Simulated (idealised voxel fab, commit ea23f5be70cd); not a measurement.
process module | voxel released beams
cross-section cut | 170 nm wide | cells 5 nm
A cross-section is a grid of square cells, given in bands from the top down. A band is one or more rows of cells.
Each band's line starts with the height of the band's top and of its bottom, in nm. Then come its materials from left to right, each with its width in nm. One material with "throughout" fills the band from edge to edge. "air" is empty space.
Height 0 is the level under which the wafer as received is all one material. The lowest band goes on downwards, as in "0 down".
A width such as "30 to 40" changes by the same amount from each row of cells to the next, from the band's top row to its bottom row.
"no change" after a step means that no cell of the cross-section changed.
closed voids: empty space of 8 cells or more with no open way to the top, each as width x height at its distance from the left edge, in nm
after a step's settings: what the simulator itself notes on the step
overlay nm, on a step with a mask: how far to the right of its planned place the mask lay; to the left if negative
plan
1 op RECEIVE | material Si
2 op CONFORMAL_DEP | material SiN | thk nm 5
3 op DIRECTIONAL_DEP | material SiO2 | thk nm 20
4 op DIRECTIONAL_DEP | material aC | thk nm 15
5 op PATTERN | tone open | mask id ANCHOR | material resist | width nm 45 | thk nm 30 | overlay nm 0
6 op DIRECTIONAL_ETCH | etch materials aC | depth nm 15
7 op STRIP | etch materials resist
8 op DIRECTIONAL_ETCH | etch materials SiO2 | depth nm 20
9 op STRIP | etch materials aC
10 op CONFORMAL_DEP | material polySi | thk nm 15
11 op DIRECTIONAL_DEP | material aC | thk nm 10
12 op PATTERN | tone cover | mask id BEAM | material resist | width nm 90 | thk nm 25 | overlay nm 0
13 op DIRECTIONAL_ETCH | etch materials aC | depth nm 10
14 op STRIP | etch materials resist
15 op DIRECTIONAL_ETCH | etch materials polySi | depth nm 15
16 op STRIP | etch materials aC
17 op STRIP | etch materials SiO2
as received, after step 1
  0 down: Si throughout
  closed voids: none
a wafer at the end: this start, this plan, one mistake
  35 to 20: air 35 | polySi 20 | air 15 | polySi 55 | air 45
  20 to 15: air 40 | polySi 15 | air 15 | polySi 15 | air 85
  15 to 0: air 40 | polySi 45 | air 85
  0 down: Si throughout
  closed voids: none
what went wrong: step 2 was left out
